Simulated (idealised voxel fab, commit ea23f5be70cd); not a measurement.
process module | voxel wiring stack
cross-section cut | 240 nm wide | cells 5 nm
A cross-section is a grid of square cells, given in bands from the top down. A band is one or more rows of cells.
Each band's line starts with the height of the band's top and of its bottom, in nm. Then come its materials from left to right, each with its width in nm. One material with "throughout" fills the band from edge to edge. "air" is empty space.
Height 0 is the level under which the wafer as received is all one material. The lowest band goes on downwards, as in "0 down".
A width such as "30 to 40" changes by the same amount from each row of cells to the next, from the band's top row to its bottom row.
"no change" after a step means that no cell of the cross-section changed.
closed voids: empty space of 8 cells or more with no open way to the top, each as width x height at its distance from the left edge, in nm
after a step's settings: what the simulator itself notes on the step
overlay nm, on a step with a mask: how far to the right of its planned place the mask lay; to the left if negative
plan
1 op RECEIVE | material Si
2 op CONFORMAL_DEP | material SiO2 | thk nm 10
3 op CONFORMAL_DEP | material SiN | thk nm 5
4 op DIRECTIONAL_DEP | material lowk | thk nm 15
5 op DIRECTIONAL_DEP | material aC | thk nm 15
6 op PATTERN | tone open | mask id METAL_1 | material resist | width nm 30 | pitch nm 45 | thk nm 35 | overlay nm 0
7 op DIRECTIONAL_ETCH | etch materials aC | depth nm 15
8 op STRIP | etch materials resist
9 op DIRECTIONAL_ETCH | etch materials lowk | depth nm 15
10 op DIRECTIONAL_ETCH | etch materials SiN | depth nm 5
11 op STRIP | etch materials aC
12 op CONFORMAL_DEP | material TiN | thk nm 5
13 op FILL_DEP | material W | thk nm 10
14 op CMP | height nm 30
15 op EPI | material Ru | thk nm 5
16 op FILL_DEP | material SiCN | thk nm 5
17 op DIRECTIONAL_DEP | material SiO2 | thk nm 10
18 op DIRECTIONAL_DEP | material aC | thk nm 15
19 op PATTERN | tone open | mask id PLUG_1 | material resist | width nm 15 | pitch nm 45 | thk nm 30 | overlay nm 0
20 op DIRECTIONAL_ETCH | etch materials aC | depth nm 15
21 op STRIP | etch materials resist
22 op DIRECTIONAL_ETCH | etch materials SiO2 | depth nm 10
23 op DIRECTIONAL_ETCH | etch materials SiCN | depth nm 5
24 op STRIP | etch materials aC
25 op EPI | material Ru | thk nm 10
26 op EPI | material Ru | thk nm 5
27 op CONFORMAL_DEP | material SiN | thk nm 5
28 op DIRECTIONAL_DEP | material lowk | thk nm 25
29 op DIRECTIONAL_DEP | material aC | thk nm 10
30 op PATTERN | tone open | mask id METAL_2 | material resist | width nm 30 | pitch nm 45 | thk nm 25 | overlay nm -15
31 op DIRECTIONAL_ETCH | etch materials aC | depth nm 10
32 op STRIP | etch materials resist
33 op DIRECTIONAL_ETCH | etch materials lowk | depth nm 25
34 op DIRECTIONAL_ETCH | etch materials SiN | depth nm 5
35 op STRIP | etch materials aC
36 op CONFORMAL_DEP | material TiN | thk nm 5
37 op FILL_DEP | material W | thk nm 10
38 op CMP | height nm 80
39 op CONFORMAL_DEP | material SiCN | thk nm 5
varied across the wafers: overlay nm of step 30. The plan shows the first wafer's value. All wafers start alike
first wafer as received, after step 1
  0 down: Si throughout
  closed voids: none
each wafer at the end: cells of each material gained (+) or lost (-) since it was received, then its closed voids
overlay nm -15 | +34 Ru | +122 SiCN | +72 SiN | +180 SiO2 | +56 TiN | +64 W | +288 lowk | closed voids: none
overlay nm -10 | +34 Ru | +122 SiCN | +72 SiN | +180 SiO2 | +56 TiN | +64 W | +288 lowk | closed voids: none
overlay nm -5 | +34 Ru | +122 SiCN | +72 SiN | +180 SiO2 | +56 TiN | +64 W | +288 lowk | closed voids: none
overlay nm 0 | +34 Ru | +122 SiCN | +72 SiN | +180 SiO2 | +56 TiN | +64 W | +288 lowk | closed voids: none
overlay nm 5 | +34 Ru | +122 SiCN | +72 SiN | +180 SiO2 | +56 TiN | +64 W | +288 lowk | closed voids: none
overlay nm 10 | +34 Ru | +122 SiCN | +72 SiN | +180 SiO2 | +56 TiN | +64 W | +288 lowk | closed voids: none
overlay nm 15 | +34 Ru | +122 SiCN | +72 SiN | +180 SiO2 | +56 TiN | +64 W | +288 lowk | closed voids: none
